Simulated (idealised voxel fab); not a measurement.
process module | voxel double patterning
cross-section cut | 155 nm wide | cells 5 nm
A cross-section is a grid of square cells, given in bands from the top down. A band is one or more rows of cells.
Each band's line starts with the height of the band's top and of its bottom, in nm. Then come its materials from left to right, each with its width in nm. One material with "throughout" fills the band from edge to edge. "air" is empty space.
Height 0 is the level under which the wafer as received is all one material. The lowest band goes on downwards, as in "0 down".
A width such as "30 to 40" changes by the same amount from each row of cells to the next, from the band's top row to its bottom row.
"no change" after a step means that no cell of the cross-section changed.
closed voids: empty space of 8 cells or more with no open way to the top, each as width x height at its distance from the left edge, in nm
after a step's settings: what the simulator itself notes on the step
overlay nm, on a step with a mask: how far to the right of its planned place the mask lay; to the left if negative
plan
1 op RECEIVE | material Si
2 op CONFORMAL_DEP | material SiO2 | thk nm 10
3 op DIRECTIONAL_DEP | material TiN | thk nm 15
4 op DIRECTIONAL_DEP | material SiCN | thk nm 10
5 op DIRECTIONAL_DEP | material aC | thk nm 15
6 op PATTERN | tone open | mask id FIRST | material resist | width nm 15 | pitch nm 50 | thk nm 35 | overlay nm 0
7 op DIRECTIONAL_ETCH | etch materials aC | depth nm 15
8 op STRIP | etch materials resist
9 op DIRECTIONAL_ETCH | etch materials SiCN | depth nm 10
10 op STRIP | etch materials aC
11 op MASKED_ETCH | tone open | mask id SECOND | width nm 15 | pitch nm 50 | etch materials SiCN | depth nm 10 | overlay nm 0
12 op DIRECTIONAL_ETCH | etch materials TiN | depth nm 15
13 op STRIP | etch materials SiCN
first wafer, as planned
as received, after step 1
  0 down: Si throughout
  closed voids: none
after step 2
  10 to 0: SiO2 throughout
  below 0: unchanged
after step 3
  25 to 10: TiN throughout
  below 10: unchanged
after step 4
  35 to 25: SiCN throughout
  below 25: unchanged
after step 5
  50 to 35: aC throughout
  below 35: unchanged
after step 6
  85 to 50: resist 20 | air 15 | resist 35 | air 15 | resist 35 | air 15 | resist 20
  below 50: unchanged
after step 7
  70 to 50: resist 20 | air 15 | resist 35 | air 15 | resist 35 | air 15 | resist 20
  50 to 35: aC 20 | air 15 | aC 35 | air 15 | aC 35 | air 15 | aC 20
  below 35: unchanged
after step 8
  50 to 35: aC 20 | air 15 | aC 35 | air 15 | aC 35 | air 15 | aC 20
  below 35: unchanged
after step 9
  50 to 35: aC 20 | air 15 | aC 35 | air 15 | aC 35 | air 15 | aC 20
  35 to 25: SiCN 20 | air 15 | SiCN 35 | air 15 | SiCN 35 | air 15 | SiCN 20
  below 25: unchanged
after step 10
  35 to 25: SiCN 20 | air 15 | SiCN 35 | air 15 | SiCN 35 | air 15 | SiCN 20
  below 25: unchanged
after step 11
  35 to 25: SiCN 20 | air 15 | SiCN 10 | air 15 | SiCN 10 | air 15 | SiCN 10 | air 15 | SiCN 10 | air 15 | SiCN 20
  below 25: unchanged
after step 12
  35 to 25: SiCN 20 | air 15 | SiCN 10 | air 15 | SiCN 10 | air 15 | SiCN 10 | air 15 | SiCN 10 | air 15 | SiCN 20
  25 to 10: TiN 20 | air 15 | TiN 10 | air 15 | TiN 10 | air 15 | TiN 10 | air 15 | TiN 10 | air 15 | TiN 20
  below 10: unchanged
after step 13
  25 to 10: TiN 20 | air 15 | TiN 10 | air 15 | TiN 10 | air 15 | TiN 10 | air 15 | TiN 10 | air 15 | TiN 20
  below 10: unchanged
second wafer: like start, like plan, one mistake. Through step 11 it matches the first wafer
when step 12 should have ended
  35 to 25: SiCN 20 | air 15 | SiCN 10 | air 15 | SiCN 10 | air 15 | SiCN 10 | air 15 | SiCN 10 | air 15 | SiCN 20
  25 to 15: TiN 20 | air 15 | TiN 10 | air 15 | TiN 10 | air 15 | TiN 10 | air 15 | TiN 10 | air 15 | TiN 20
  below 15: unchanged
when step 13 should have ended
  25 to 15: TiN 20 | air 15 | TiN 10 | air 15 | TiN 10 | air 15 | TiN 10 | air 15 | TiN 10 | air 15 | TiN 20
  below 15: unchanged
what went wrong: step 12 ran as: op DIRECTIONAL_ETCH | etch materials TiN | depth nm 10
at the end the second wafer has, in cells: 15 more of TiN
